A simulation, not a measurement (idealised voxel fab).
process module | voxel ribs on slabs
cross-section cut | 205 nm wide | cells 5 nm
A cross-section is a grid of square cells, given in bands from the top down. A band is one or more rows of cells.
Each band's line starts with the height of the band's top and of its bottom, in nm. Then come its materials from left to right, each with its width in nm. One material with "throughout" fills the band from edge to edge. "air" is empty space.
Height 0 is the level under which the wafer as received is all one material. The lowest band goes on downwards, as in "0 down".
A width such as "30 to 40" changes by the same amount from each row of cells to the next, from the band's top row to its bottom row.
"no change" after a step means that no cell of the cross-section changed.
closed voids: empty space of 8 cells or more with no open way to the top, each as width x height at its distance from the left edge, in nm
after a step's settings: what the simulator itself notes on the step
overlay nm, on a step with a mask: how far to the right of its planned place the mask lay; to the left if negative
plan
1 op RECEIVE | material Si
2 op DIRECTIONAL_DEP | material SiO2 | thk nm 25
3 op DIRECTIONAL_DEP | material SiN | thk nm 15
4 op DIRECTIONAL_DEP | material aC | thk nm 10
5 op PATTERN | tone cover | mask id RIB | material resist | width nm 20 | thk nm 25 | overlay nm 0
6 op DIRECTIONAL_ETCH | etch materials aC | depth nm 10
7 op STRIP | etch materials resist
8 op DIRECTIONAL_ETCH | etch materials SiN | depth nm 5
9 op STRIP | etch materials aC
10 op MASKED_ETCH | tone cover | mask id SLAB | width nm 60 | etch materials SiN | depth nm 10 | overlay nm 0
11 op FILL_DEP | material SiO2 | thk nm 15
12 op CMP | height nm 50
13 op DIRECTIONAL_DEP | material W | thk nm 10
14 op PATTERN | tone cover | mask id HEATER | material resist | width nm 30 | thk nm 15 | overlay nm 0
15 op DIRECTIONAL_ETCH | etch materials W | depth nm 10
16 op STRIP | etch materials resist
17 op CONFORMAL_DEP | material SiN | thk nm 5
as received, after step 1
  0 down: Si throughout
  closed voids: none
first wafer at the end, as planned
  65 to 60: air 80 | SiN 40 | air 85
  60 to 55: air 80 | SiN 5 | W 30 | SiN 5 | air 85
  55 to 50: SiN 85 | W 30 | SiN 90
  50 to 40: SiO2 throughout
  40 to 35: SiO2 90 | SiN 20 | SiO2 95
  35 to 25: SiO2 70 | SiN 60 | SiO2 75
  25 to 0: SiO2 throughout
  0 down: Si throughout
  closed voids: none
second wafer at the end: like start, like plan, one mistake
  65 to 60: air 80 | SiN 40 | air 85
  60 to 55: air 80 | SiN 5 | W 30 | SiN 5 | air 85
  55 to 50: SiN 85 | W 30 | SiN 90
  50 to 40: SiO2 70 | SiN 60 | SiO2 75
  40 to 25: SiN throughout
  25 to 0: SiO2 throughout
  0 down: Si throughout
  closed voids: none
what went wrong: step 3 was run twice
at the end the second wafer has, in cells: 119 more of SiN | 119 fewer of SiO2
